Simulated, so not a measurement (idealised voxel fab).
This is a process module. Its name is voxel tone inversion.
Xsec cut, 155 nm wide, square cell size 5 nm.
For the purposes of this document, a cross-section shall be understood as a grid of square cells, specified as bands listed in top-to-bottom order, each band consisting of one or more rows of cells.
Quick guide to a band line: top height, bottom height (nm) up front; then every material left to right with its width in nm. Only one material and it's marked "full width"? Then it fills the band edge to edge. And "blank" just means empty space.
Heights are reckoned from 0. Under this level, the received wafer is all of one material. The bottommost band is open-ended downward, for example "0 and below".
Graded width ("30..40"): value in top row of band = first number; value in bottom row = second number; row-to-row change constant.
Basically "no modifications" means that step didn't change any cell in the cross-section.
The entry titled "Enclosed void listing" provides the empty spaces that have no open way to the top, restricted to those of 8 cells or more. Each is presented as width x height at distance, the distance being measured from the left edge, with all three in nm.
The remark found on a step's line after its settings is issued by the simulator itself and pertains to that step.
The "overlay nm" setting may appear on a step's line; for a step that uses a mask, it gives how far to the right of its planned position the mask lay, and a negative value indicates the left.

### List of planned process steps
1: RECEIVE with material Si
2: CONFORMAL_DEP with material SiN, thk nm 5
3: DIRECTIONAL_DEP with material polySi, thk nm 15
4: PATTERN with tone cover, mask id POSTS, material resist, width nm 25, pitch nm 55, thk nm 20, overlay nm 0
5: DIRECTIONAL_ETCH with etch materials polySi, depth nm 15
6: STRIP with etch materials resist
7: FILL_DEP with material lowk, thk nm 5
8: CMP with height nm 20
9: STRIP with etch materials polySi
10: CONFORMAL_DEP with material TiN, thk nm 5
11: FILL_DEP with material Ru, thk nm 10
12: CMP with height nm 20
13: CONFORMAL_DEP with material SiN, thk nm 5

### The following pertains to the first of two wafers, which was processed as planned

### Cross-sectional view of the wafer in its as-received condition, corresponding to the state after step 1
  0 and below  Si full width
  Enclosed void listing: none

### The wafer in cross-section once step 2 is complete
  5 down to 0  SiN full width
  All layers under 0 are left as they were.

### The wafer in cross-section once step 3 is complete
  20 down to 5  polySi full width
  All layers under 5 are left as they were.

### The wafer in cross-section once step 4 is complete
  40 down to 20  blank=35 | resist=25 | blank=30 | resist=25 | blank=40
  All layers under 20 are left as they were.

### The wafer in cross-section once step 5 is complete
  40 down to 20  blank=35 | resist=25 | blank=30 | resist=25 | blank=40
  20 down to 5  blank=35 | polySi=25 | blank=30 | polySi=25 | blank=40
  All layers under 5 are left as they were.

### The wafer in cross-section once step 6 is complete
  20 down to 5  blank=35 | polySi=25 | blank=30 | polySi=25 | blank=40
  All layers under 5 are left as they were.

### The wafer in cross-section once step 7 is complete
  25 down to 20  lowk full width
  20 down to 5  lowk=35 | polySi=25 | lowk=30 | polySi=25 | lowk=40
  All layers under 5 are left as they were.

### The wafer in cross-section once step 8 is complete
  20 down to 5  lowk=35 | polySi=25 | lowk=30 | polySi=25 | lowk=40
  All layers under 5 are left as they were.

### The wafer in cross-section once step 9 is complete
  20 down to 5  lowk=35 | blank=25 | lowk=30 | blank=25 | lowk=40
  All layers under 5 are left as they were.

### The wafer in cross-section once step 10 is complete
  25 down to 20  TiN=40 | blank=15 | TiN=40 | blank=15 | TiN=45
  20 down to 10  lowk=35 | TiN=5 | blank=15 | TiN=5 | lowk=30 | TiN=5 | blank=15 | TiN=5 | lowk=40
  10 down to 5  lowk=35 | TiN=25 | lowk=30 | TiN=25 | lowk=40
  All layers under 5 are left as they were.

### The wafer in cross-section once step 11 is complete
  35 down to 25  Ru full width
  25 down to 20  TiN=40 | Ru=15 | TiN=40 | Ru=15 | TiN=45
  20 down to 10  lowk=35 | TiN=5 | Ru=15 | TiN=5 | lowk=30 | TiN=5 | Ru=15 | TiN=5 | lowk=40
  All layers under 10 are left as they were.

### The wafer in cross-section once step 12 is complete
  20 down to 10  lowk=35 | TiN=5 | Ru=15 | TiN=5 | lowk=30 | TiN=5 | Ru=15 | TiN=5 | lowk=40
  All layers under 10 are left as they were.

### The wafer in cross-section once step 13 is complete
  25 down to 20  SiN full width
  All layers under 20 are left as they were.

### For the second wafer, take the first wafer's start and plan, then add one mistake made in running it; everything through step 3, that step included, is shared with the first

### Cross-section, second wafer, at the end time the plan gives for step 4
  40 down to 20  blank=40 | resist=25 | blank=30 | resist=25 | blank=35
  All layers under 20 are left as they were.

### Cross-section, second wafer, at the end time the plan gives for step 5
  40 down to 20  blank=40 | resist=25 | blank=30 | resist=25 | blank=35
  20 down to 5  blank=40 | polySi=25 | blank=30 | polySi=25 | blank=35
  All layers under 5 are left as they were.

### Cross-section, second wafer, at the end time the plan gives for step 6
  20 down to 5  blank=40 | polySi=25 | blank=30 | polySi=25 | blank=35
  All layers under 5 are left as they were.

### Cross-section, second wafer, at the end time the plan gives for step 7
  25 down to 20  lowk full width
  20 down to 5  lowk=40 | polySi=25 | lowk=30 | polySi=25 | lowk=35
  All layers under 5 are left as they were.

### Cross-section, second wafer, at the end time the plan gives for step 8
  20 down to 5  lowk=40 | polySi=25 | lowk=30 | polySi=25 | lowk=35
  All layers under 5 are left as they were.

### Cross-section, second wafer, at the end time the plan gives for step 9
  20 down to 5  lowk=40 | blank=25 | lowk=30 | blank=25 | lowk=35
  All layers under 5 are left as they were.

### Cross-section, second wafer, at the end time the plan gives for step 10
  25 down to 20  TiN=45 | blank=15 | TiN=40 | blank=15 | TiN=40
  20 down to 10  lowk=40 | TiN=5 | blank=15 | TiN=5 | lowk=30 | TiN=5 | blank=15 | TiN=5 | lowk=35
  10 down to 5  lowk=40 | TiN=25 | lowk=30 | TiN=25 | lowk=35
  All layers under 5 are left as they were.

### Cross-section, second wafer, at the end time the plan gives for step 11
  35 down to 25  Ru full width
  25 down to 20  TiN=45 | Ru=15 | TiN=40 | Ru=15 | TiN=40
  20 down to 10  lowk=40 | TiN=5 | Ru=15 | TiN=5 | lowk=30 | TiN=5 | Ru=15 | TiN=5 | lowk=35
  All layers under 10 are left as they were.

### Cross-section, second wafer, at the end time the plan gives for step 12
  20 down to 10  lowk=40 | TiN=5 | Ru=15 | TiN=5 | lowk=30 | TiN=5 | Ru=15 | TiN=5 | lowk=35
  All layers under 10 are left as they were.

### Cross-section, second wafer, at the end time the plan gives for step 13
  25 down to 20  SiN full width
  All layers under 20 are left as they were.
Where did the run depart from the plan? for step 4, the planned setting was not used; the step was instead run as PATTERN with tone cover, mask id POSTS, material resist, width nm 25, pitch nm 55, thk nm 20, overlay nm 5
Both wafers, final: cells per material equal; arrangement not.
